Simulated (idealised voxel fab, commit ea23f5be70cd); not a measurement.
The document below concerns the process module designated voxel gate over fins.
FYI the section here is cut, 255 nm wide, cells are 5 nm squares.
In what follows, cross-sections appear as grids of square cells, described through bands that run from the top down, where every band is one or more rows of cells. For a band, the entry starts with two heights in nm, that of the top and then that of the bottom, and carries on with the band's materials in order from left to right, each alongside its width in nm; the word "edge to edge" beside a single material means it fills the band edge to edge, and "air" means empty space. Height reference: 0 = level under which incoming wafer is all one material. Lowest band: no bottom, runs on downward, e.g. "0 nm and below". The width entry "30..40" should be interpreted row by row: the top row of cells in the band takes the first number, the bottom row takes the second number, and the change between adjacent rows is uniform throughout. For the purposes of this document, the phrase "nothing altered" attached to a step denotes that no cell within the cross-section was modified by that step. "Fully sealed cavities" lists enclosed empty spaces (at least 8 cells, no open path upward to the top), each as width x height at distance from the left edge, in nm. If you see something after the settings on a step's line, that's the simulator's own remark about that step. The setting "overlay nm" may be written on the line of a step. When the step uses a mask, the value reports how far to the right of the planned place the mask lay, and a negative value reports that it lay to the left. Reading key. Pairs: pre-step and post-step cross-section, one process step apart; post-step view only to lowest changed band. Step between + settings: beneath pair. Runs: pairs may be from different runs of this module, same starting wafer. Continuation from pair above: only where "Pre-step view" entry says.
## Pre-step view
* 10 nm to 0 nm  air 95 nm | SiN 15 nm | air 30 nm | SiN 15 nm | air 100 nm
* 0 nm to -5 nm  air 90 nm | SiO2 10 nm | Si 5 nm | SiO2 5 nm | air 25 nm | SiO2 10 nm | Si 5 nm | SiO2 5 nm | air 100 nm
* -5 nm to -30 nm  air 90 nm | SiO2 5 nm | Si 10 nm | SiO2 5 nm | air 25 nm | SiO2 5 nm | Si 10 nm | SiO2 5 nm | air 100 nm
* -30 nm to -35 nm  SiO2 95 nm | Si 10 nm | SiO2 35 nm | Si 10 nm | SiO2 105 nm
* -35 nm and below  Si edge to edge
* Fully sealed cavities: none
## Step Result
* 20 nm to 10 nm  SiO2 edge to edge
* 10 nm to 0 nm  SiO2 95 nm | SiN 15 nm | SiO2 30 nm | SiN 15 nm | SiO2 100 nm
* 0 nm to -5 nm  SiO2 100 nm | Si 5 nm | SiO2 40 nm | Si 5 nm | SiO2 105 nm
* -5 nm to -35 nm  SiO2 95 nm | Si 10 nm | SiO2 35 nm | Si 10 nm | SiO2 105 nm
* Heights below -35 show no change.
* Fully sealed cavities: none
Intermediate step for the cross-sections above: FILL_DEP, material SiO2, thk nm 10
Pre-step view: it's just the after picture from the pair right above this one.
## Step Result
* 10 nm to 0 nm  SiO2 95 nm | SiN 15 nm | SiO2 30 nm | SiN 15 nm | SiO2 100 nm
* Heights below 0 show no change.
* Fully sealed cavities: none
Intermediate step for the cross-sections above: CMP, height nm 10
Pre-step view: it's just the after picture from the pair right above this one.
## Step Result
* 10 nm to 0 nm  air 95 nm | SiN 15 nm | air 30 nm | SiN 15 nm | air 100 nm
* 0 nm to -5 nm  air 100 nm | Si 5 nm | air 40 nm | Si 5 nm | air 105 nm
* -5 nm to -15 nm  air 95 nm | Si 10 nm | air 35 nm | Si 10 nm | air 105 nm
* Heights below -15 show no change.
* Fully sealed cavities: none
Intermediate step for the cross-sections above: SELECTIVE_ETCH, etch materials SiO2, depth nm 25
Pre-step view: it's just the after picture from the pair right above this one.
## Step Result
* 0 nm to -5 nm  air 100 nm | Si 5 nm | air 40 nm | Si 5 nm | air 105 nm
* Heights below -5 show no change.
* Fully sealed cavities: none
Intermediate step for the cross-sections above: STRIP, etch materials SiN
Pre-step view: it's just the after picture from the pair right above this one.
## Step Result
* 5 nm to 0 nm  air 95 nm | HfO2 15 nm | air 30 nm | HfO2 15 nm | air 100 nm
* 0 nm to -10 nm  air 90 nm | HfO2 10..5 nm | Si 5..10 nm | HfO2 5 nm | air 25 nm | HfO2 10..5 nm | Si 5..10 nm | HfO2 5 nm | air 100 nm
* -10 nm to -15 nm  HfO2 95 nm | Si 10 nm | HfO2 35 nm | Si 10 nm | HfO2 105 nm
* Heights below -15 show no change.
* Fully sealed cavities: none
Intermediate step for the cross-sections above: CONFORMAL_DEP, material HfO2, thk nm 5
Pre-step view: it's just the after picture from the pair right above this one.
## Step Result
* 10 nm to 5 nm  air 90 nm | TiN 25 nm | air 20 nm | TiN 25 nm | air 95 nm
* 5 nm to 0 nm  air 85 nm | TiN 10 nm | HfO2 15 nm | TiN 5 nm | air 15 nm | TiN 10 nm | HfO2 15 nm | TiN 5 nm | air 95 nm
* 0 nm to -5 nm  air 85 nm | TiN 5 nm | HfO2 10 nm | Si 5 nm | HfO2 5 nm | TiN 5 nm | air 15 nm | TiN 5 nm | HfO2 10 nm | Si 5 nm | HfO2 5 nm | TiN 5 nm | air 95 nm
* -5 nm to -10 nm  TiN 90 nm | HfO2 5 nm | Si 10 nm | HfO2 5 nm | TiN 25 nm | HfO2 5 nm | Si 10 nm | HfO2 5 nm | TiN 100 nm
* Heights below -10 show no change.
* Fully sealed cavities: none
Intermediate step for the cross-sections above: CONFORMAL_DEP, material TiN, thk nm 5
Pre-step view: it's just the after picture from the pair right above this one.
## Step Result
* 25 nm to 10 nm  W edge to edge
* 10 nm to 5 nm  W 90 nm | TiN 25 nm | W 20 nm | TiN 25 nm | W 95 nm
* 5 nm to 0 nm  W 85 nm | TiN 10 nm | HfO2 15 nm | TiN 5 nm | W 15 nm | TiN 10 nm | HfO2 15 nm | TiN 5 nm | W 95 nm
* 0 nm to -5 nm  W 85 nm | TiN 5 nm | HfO2 10 nm | Si 5 nm | HfO2 5 nm | TiN 5 nm | W 15 nm | TiN 5 nm | HfO2 10 nm | Si 5 nm | HfO2 5 nm | TiN 5 nm | W 95 nm
* Heights below -5 show no change.
* Fully sealed cavities: none
Intermediate step for the cross-sections above: FILL_DEP, material W, thk nm 15
Pre-step view: it's just the after picture from the pair right above this one.
## Step Result
* 20 nm to 10 nm  W edge to edge
* Heights below 10 show no change.
* Fully sealed cavities: none
Intermediate step for the cross-sections above: CMP, height nm 20
Pre-step view: it's just the after picture from the pair right above this one.
## Step Result
* 30 nm to 20 nm  SiN edge to edge
* Heights below 20 show no change.
* Fully sealed cavities: none
Intermediate step for the cross-sections above: CONFORMAL_DEP, material SiN, thk nm 10
## Pre-step view
* 10 nm to 5 nm  air 90 nm | TiN 25 nm | air 20 nm | TiN 25 nm | air 95 nm
* 5 nm to 0 nm  air 90 nm | TiN 5 nm | HfO2 15 nm | TiN 5 nm | air 20 nm | TiN 5 nm | HfO2 15 nm | TiN 5 nm | air 95 nm
* 0 nm to -5 nm  air 90 nm | TiN 5 nm | HfO2 5 nm | Si 5 nm | HfO2 5 nm | TiN 5 nm | air 20 nm | TiN 5 nm | HfO2 5 nm | Si 5 nm | HfO2 5 nm | TiN 5 nm | air 95 nm
* -5 nm to -10 nm  TiN 95 nm | HfO2 5 nm | Si 5 nm | HfO2 5 nm | TiN 30 nm | HfO2 5 nm | Si 5 nm | HfO2 5 nm | TiN 100 nm
* -10 nm to -15 nm  HfO2 100 nm | Si 5 nm | HfO2 40 nm | Si 5 nm | HfO2 105 nm
* -15 nm to -35 nm  SiO2 100 nm | Si 5 nm | SiO2 40 nm | Si 5 nm | SiO2 105 nm
* -35 nm and below  Si edge to edge
* Fully sealed cavities: none
## Step Result
* 25 nm to 10 nm  SiN edge to edge
* 10 nm to 5 nm  SiN 90 nm | TiN 25 nm | SiN 20 nm | TiN 25 nm | SiN 95 nm
* 5 nm to 0 nm  SiN 90 nm | TiN 5 nm | HfO2 15 nm | TiN 5 nm | SiN 20 nm | TiN 5 nm | HfO2 15 nm | TiN 5 nm | SiN 95 nm
* 0 nm to -5 nm  SiN 90 nm | TiN 5 nm | HfO2 5 nm | Si 5 nm | HfO2 5 nm | TiN 5 nm | SiN 20 nm | TiN 5 nm | HfO2 5 nm | Si 5 nm | HfO2 5 nm | TiN 5 nm | SiN 95 nm
* Heights below -5 show no change.
* Fully sealed cavities: none
Intermediate step for the cross-sections above: FILL_DEP, material SiN, thk nm 15
Pre-step view: it's just the after picture from the pair right above this one.
## Step Result
* 20 nm to 10 nm  SiN edge to edge
* Heights below 10 show no change.
* Fully sealed cavities: none
Intermediate step for the cross-sections above: CMP, height nm 20
Pre-step view: it's just the after picture from the pair right above this one.
## Step Result
* 30 nm to 10 nm  SiN edge to edge
* Heights below 10 show no change.
* Fully sealed cavities: none
Intermediate step for the cross-sections above: CONFORMAL_DEP, material SiN, thk nm 10
## Pre-step view
* 10 nm to 0 nm  SiN edge to edge
* 0 nm and below  Si edge to edge
* Fully sealed cavities: none
## Step Result
* 10 nm to 0 nm  SiN 95 nm | air 15 nm | SiN 30 nm | air 15 nm | SiN 100 nm
* Heights below 0 show no change.
* Fully sealed cavities: none
Intermediate step for the cross-sections above: MASKED_ETCH, tone open, mask id FINS, width nm 15, pitch nm 45, etch materials SiN, depth nm 10, overlay nm 0
Pre-step view: it's just the after picture from the pair right above this one.
## Step Result
* 10 nm to 0 nm  SiN 95 nm | air 15 nm | SiN 30 nm | air 15 nm | SiN 100 nm
* 0 nm to -5 nm  Si 90 nm | SiO2 25 nm | Si 20 nm | SiO2 25 nm | Si 95 nm
* Heights below -5 show no change.
* Fully sealed cavities: none
Intermediate step for the cross-sections above: OXIDIZE, depth nm 5
Pre-step view: it's just the after picture from the pair right above this one.
## Step Result
* 20 nm to 10 nm  SiO2 edge to edge
* 10 nm to 0 nm  SiN 95 nm | SiO2 15 nm | SiN 30 nm | SiO2 15 nm | SiN 100 nm
* Heights below 0 show no change.
* Fully sealed cavities: none
Intermediate step for the cross-sections above: FILL_DEP, material SiO2, thk nm 10
Pre-step view: it's just the after picture from the pair right above this one.
## Step Result
* 10 nm to 0 nm  SiN 95 nm | SiO2 15 nm | SiN 30 nm | SiO2 15 nm | SiN 100 nm
* Heights below 0 show no change.
* Fully sealed cavities: none
Intermediate step for the cross-sections above: CMP, height nm 10
Pre-step view: it's just the after picture from the pair right above this one.
## Step Result
* 10 nm to 0 nm  SiN 95 nm | air 15 nm | SiN 30 nm | air 15 nm | SiN 100 nm
* 0 nm to -5 nm  Si 90 nm | air 25 nm | Si 20 nm | air 25 nm | Si 95 nm
* Heights below -5 show no change.
* Fully sealed cavities: none
Intermediate step for the cross-sections above: SELECTIVE_ETCH, etch materials SiO2, depth nm 25
Pre-step view: it's just the after picture from the pair right above this one.
## Step Result
* 0 nm to -5 nm  Si 90 nm | air 25 nm | Si 20 nm | air 25 nm | Si 95 nm
* Heights below -5 show no change.
* Fully sealed cavities: none
Intermediate step for the cross-sections above: STRIP, etch materials SiN
Pre-step view: it's just the after picture from the pair right above this one.
## Step Result
* 5 nm to 0 nm  HfO2 95 nm | air 15 nm | HfO2 30 nm | air 15 nm | HfO2 100 nm
* 0 nm to -5 nm  Si 90 nm | HfO2 25 nm | Si 20 nm | HfO2 25 nm | Si 95 nm
* Heights below -5 show no change.
* Fully sealed cavities: none
Intermediate step for the cross-sections above: CONFORMAL_DEP, material HfO2, thk nm 5
Pre-step view: it's just the after picture from the pair right above this one.
## Step Result
* 10 nm to 5 nm  TiN 100 nm | air 5 nm | TiN 40 nm | air 5 nm | TiN 105 nm
* 5 nm to 0 nm  HfO2 95 nm | TiN 15 nm | HfO2 30 nm | TiN 15 nm | HfO2 100 nm
* Heights below 0 show no change.
* Fully sealed cavities: none
Intermediate step for the cross-sections above: CONFORMAL_DEP, material TiN, thk nm 5
Pre-step view: it's just the after picture from the pair right above this one.
## Step Result
* 25 nm to 10 nm  W edge to edge
* 10 nm to 5 nm  TiN 100 nm | W 5 nm | TiN 40 nm | W 5 nm | TiN 105 nm
* Heights below 5 show no change.
* Fully sealed cavities: none
Intermediate step for the cross-sections above: FILL_DEP, material W, thk nm 15
Pre-step view: it's just the after picture from the pair right above this one.
## Step Result
* 20 nm to 10 nm  W edge to edge
* Heights below 10 show no change.
* Fully sealed cavities: none
Intermediate step for the cross-sections above: CMP, height nm 20
Pre-step view: it's just the after picture from the pair right above this one.
## Step Result
* 30 nm to 20 nm  SiN edge to edge
* Heights below 20 show no change.
* Fully sealed cavities: none
Intermediate step for the cross-sections above: CONFORMAL_DEP, material SiN, thk nm 10
